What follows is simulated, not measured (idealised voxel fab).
You're looking at the process module voxel quadruple lines.
Cross-section cut: width 185 nm, square cells of 5 nm.
A cross-section is written here as square cells arranged in a grid, and it is given in bands from the top down, each band taking up one or more rows of cells.
A band entry consists of two parts. The first gives the height of the band's top and the height of its bottom, in nm. The rest lists the band's materials from left to right, each with its width in nm. A single material labelled with the word "full width" fills the band from edge to edge, and the word "empty" marks empty space.
Convention: height 0 is the level below which the wafer, as received, is all one material. The lowest band does not terminate at the bottom but continues downward, represented as "0 down".
It should be noted that a width expressed as "30 to 40" varies in equal increments from row to row of cells within the band, taking the value of the first number at the top row and that of the second number at the bottom row.
Step marked "everything unchanged"? Then no cell in the cross-section changed in it.
This entry, "Tabulated closed voids", enumerates those empty regions of no fewer than 8 cells that possess no open connection to the top. Each region is reported in the form width x height at distance, the distance being taken from the left edge, with all three quantities expressed in nm.
What comes after the settings on a step's line is commentary from the simulator itself on that step.
overlay nm: mask right of planned place by this much (step with mask). Neg. = left.

Planned step list for the process:
1: RECEIVE, material Si
2: CONFORMAL_DEP, material SiO2, thk nm 10
3: DIRECTIONAL_DEP, material W, thk nm 10
4: DIRECTIONAL_DEP, material polySi, thk nm 20
5: DIRECTIONAL_DEP, material aC, thk nm 20
6: PATTERN, tone cover, mask id MANDREL, material resist, width nm 35, thk nm 30, overlay nm 0
7: DIRECTIONAL_ETCH, etch materials aC, depth nm 20
8: STRIP, etch materials resist
9: CONFORMAL_DEP, material SiO2, thk nm 15
10: DIRECTIONAL_ETCH, etch materials SiO2, depth nm 15
11: STRIP, etch materials aC
12: DIRECTIONAL_ETCH, etch materials polySi, depth nm 20
13: STRIP, etch materials SiO2
14: CONFORMAL_DEP, material SiCN, thk nm 10
15: DIRECTIONAL_ETCH, etch materials SiCN, depth nm 10
16: STRIP, etch materials polySi
17: DIRECTIONAL_ETCH, etch materials W, depth nm 10
18: STRIP, etch materials SiCN
19: FILL_DEP, material SiO2, thk nm 10
20: CMP, height nm 20

Incoming wafer, cross-sectional view, post step 1:
* 0 down: Si full width
* Tabulated closed voids: none

Final cross-section, module run with one mistake (start and plan as above):
* 20 to 10: SiO2: 60 | W: 10 | SiO2: 15 | W: 10 | SiO2: 15 | W: 10 | SiO2: 15 | W: 10 | SiO2: 40
* 10 to 0: SiO2 full width
* 0 down: Si full width
* Tabulated closed voids: none
what went wrong: rather than as planned, step 6 actually ran as PATTERN, tone cover, mask id MANDREL, material resist, width nm 35, thk nm 30, overlay nm 10
